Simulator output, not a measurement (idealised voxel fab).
This section sets out a process module, namely voxel self aligned vias.
FYI the section here is cut, 140 nm wide, cells are 5 nm squares.
Reading order for cross-sections: top band down to bottom band. Underlying form: a grid of square cells. Band size: one or more rows of cells.
Top height, bottom height, nm. Materials left to right, width each, nm. Single material + "full width" = fills band edge to edge. "air" = empty.
The reference from which all heights are counted is 0, the level beneath which the as-received wafer is entirely one material; the lowest band, having no lower bound, proceeds downward and is written after the example "0 -> down".
Width spec "30..40" -> top row of cells at first value, bottom row at second value, equal per-row change in between.
Key: "remained the same" - step with no changed cell in the cross-section.
Closed-off voids of 8+ cells (no open route to the top) go in "Fully enclosed voids", written width x height at distance from the left edge, in nm.
What comes after the settings on a step's line is commentary from the simulator itself on that step.
Each step line may optionally specify "overlay nm", which for a step with a mask gives the rightward distance between the mask's planned place and where it lay, a negative value indicating the leftward direction.

-- These are the steps we planned for the process
| 1 | RECEIVE: material Si |
| 2 | CONFORMAL_DEP: material SiO2, thk nm 15 |
| 3 | CONFORMAL_DEP: material SiCN, thk nm 5 |
| 4 | DIRECTIONAL_DEP: material SiO2, thk nm 20 |
| 5 | MASKED_ETCH: tone open, mask id LINES, width nm 25, pitch nm 50, etch materials SiO2, depth nm 20, overlay nm 0 |
| 6 | CONFORMAL_DEP: material TiN, thk nm 5 |
| 7 | FILL_DEP: material W, thk nm 10 |
| 8 | CMP: height nm 40 |
| 9 | SELECTIVE_ETCH: etch materials W Ru TiN, depth nm 10 |
| 10 | FILL_DEP: material SiN, thk nm 5 |
| 11 | CMP: height nm 40 |
| 12 | DIRECTIONAL_DEP: material SiO2, thk nm 15 |
| 13 | PATTERN: tone open, mask id VIAS, material resist, width nm 35, thk nm 20, overlay nm 0 |
| 14 | DIRECTIONAL_ETCH: etch materials SiO2, depth nm 15 |
| 15 | DIRECTIONAL_ETCH: etch materials SiN, depth nm 10 |
| 16 | STRIP: etch materials resist |
| 17 | CONFORMAL_DEP: material TiN, thk nm 5 |
| 18 | FILL_DEP: material Cu, thk nm 10 |
| 19 | CMP: height nm 55 |
| 20 | CONFORMAL_DEP: material SiN, thk nm 5 |

-- So, the first of our two wafers, run just as we planned it

-- Cross-section of the wafer at receipt, which is the condition after step 1
    0 -> down | Si full width
    Fully enclosed voids: none

-- How the wafer stands in section after step 2
    15 -> 0 | SiO2 full width
    Under the height 0 nothing was changed.

-- How the wafer stands in section after step 3
    20 -> 15 | SiCN full width
    Under the height 15 nothing was changed.

-- How the wafer stands in section after step 4
    40 -> 20 | SiO2 full width
    Under the height 20 nothing was changed.

-- How the wafer stands in section after step 5
    40 -> 20 | SiO2=30 / air=25 / SiO2=25 / air=25 / SiO2=35
    Under the height 20 nothing was changed.

-- How the wafer stands in section after step 6
    45 -> 40 | TiN=35 / air=15 / TiN=35 / air=15 / TiN=40
    40 -> 25 | SiO2=30 / TiN=5 / air=15 / TiN=5 / SiO2=25 / TiN=5 / air=15 / TiN=5 / SiO2=35
    25 -> 20 | SiO2=30 / TiN=25 / SiO2=25 / TiN=25 / SiO2=35
    Under the height 20 nothing was changed.

-- How the wafer stands in section after step 7
    55 -> 45 | W full width
    45 -> 40 | TiN=35 / W=15 / TiN=35 / W=15 / TiN=40
    40 -> 25 | SiO2=30 / TiN=5 / W=15 / TiN=5 / SiO2=25 / TiN=5 / W=15 / TiN=5 / SiO2=35
    Under the height 25 nothing was changed.

-- How the wafer stands in section after step 8
    40 -> 25 | SiO2=30 / TiN=5 / W=15 / TiN=5 / SiO2=25 / TiN=5 / W=15 / TiN=5 / SiO2=35
    Under the height 25 nothing was changed.

-- How the wafer stands in section after step 9
    40 -> 30 | SiO2=30 / air=25 / SiO2=25 / air=25 / SiO2=35
    Under the height 30 nothing was changed.

-- How the wafer stands in section after step 10
    45 -> 40 | SiN full width
    40 -> 30 | SiO2=30 / SiN=25 / SiO2=25 / SiN=25 / SiO2=35
    Under the height 30 nothing was changed.

-- How the wafer stands in section after step 11
    40 -> 30 | SiO2=30 / SiN=25 / SiO2=25 / SiN=25 / SiO2=35
    Under the height 30 nothing was changed.

-- How the wafer stands in section after step 12
    55 -> 40 | SiO2 full width
    Under the height 40 nothing was changed.

-- How the wafer stands in section after step 13
    75 -> 55 | resist=25 / air=35 / resist=80
    Under the height 55 nothing was changed.

-- How the wafer stands in section after step 14
    75 -> 55 | resist=25 / air=35 / resist=80
    55 -> 40 | SiO2=25 / air=35 / SiO2=80
    Under the height 40 nothing was changed.

-- How the wafer stands in section after step 15
    75 -> 55 | resist=25 / air=35 / resist=80
    55 -> 40 | SiO2=25 / air=35 / SiO2=80
    40 -> 30 | SiO2=30 / air=25 / SiO2=25 / SiN=25 / SiO2=35
    Under the height 30 nothing was changed.

-- How the wafer stands in section after step 16
    55 -> 40 | SiO2=25 / air=35 / SiO2=80
    Under the height 40 nothing was changed.

-- How the wafer stands in section after step 17
    60 -> 55 | TiN=30 / air=25 / TiN=85
    55 -> 45 | SiO2=25 / TiN=5 / air=25 / TiN=5 / SiO2=80
    45 -> 40 | SiO2=25 / TiN=10 / air=15 / TiN=10 / SiO2=80
    40 -> 35 | SiO2=30 / TiN=5 / air=15 / TiN=5 / SiO2=25 / SiN=25 / SiO2=35
    35 -> 30 | SiO2=30 / TiN=25 / SiO2=25 / SiN=25 / SiO2=35
    Under the height 30 nothing was changed.

-- How the wafer stands in section after step 18
    70 -> 60 | Cu full width
    60 -> 55 | TiN=30 / Cu=25 / TiN=85
    55 -> 45 | SiO2=25 / TiN=5 / Cu=25 / TiN=5 / SiO2=80
    45 -> 40 | SiO2=25 / TiN=10 / Cu=15 / TiN=10 / SiO2=80
    40 -> 35 | SiO2=30 / TiN=5 / Cu=15 / TiN=5 / SiO2=25 / SiN=25 / SiO2=35
    Under the height 35 nothing was changed.

-- How the wafer stands in section after step 19
    55 -> 45 | SiO2=25 / TiN=5 / Cu=25 / TiN=5 / SiO2=80
    Under the height 45 nothing was changed.

-- How the wafer stands in section after step 20
    60 -> 55 | SiN full width
    Under the height 55 nothing was changed.

-- Okay, second wafer. Nothing different at the start, nothing different in the plan, just one mistake somewhere in the running. As far as step 18, counting that step, it's the first wafer all over again

The second wafer in cross-section, at the planned close of step 19: remained the same

-- The second wafer in cross-section, at the planned close of step 20
    75 -> 70 | SiN full width
    Under the height 70 nothing was changed.
The mistake made against the process plan was this: step 19 of the plan got skipped, so it never ran
Final difference in cells, second wafer against first, listed per material as more or fewer: Cu: 61 more; TiN: 23 more
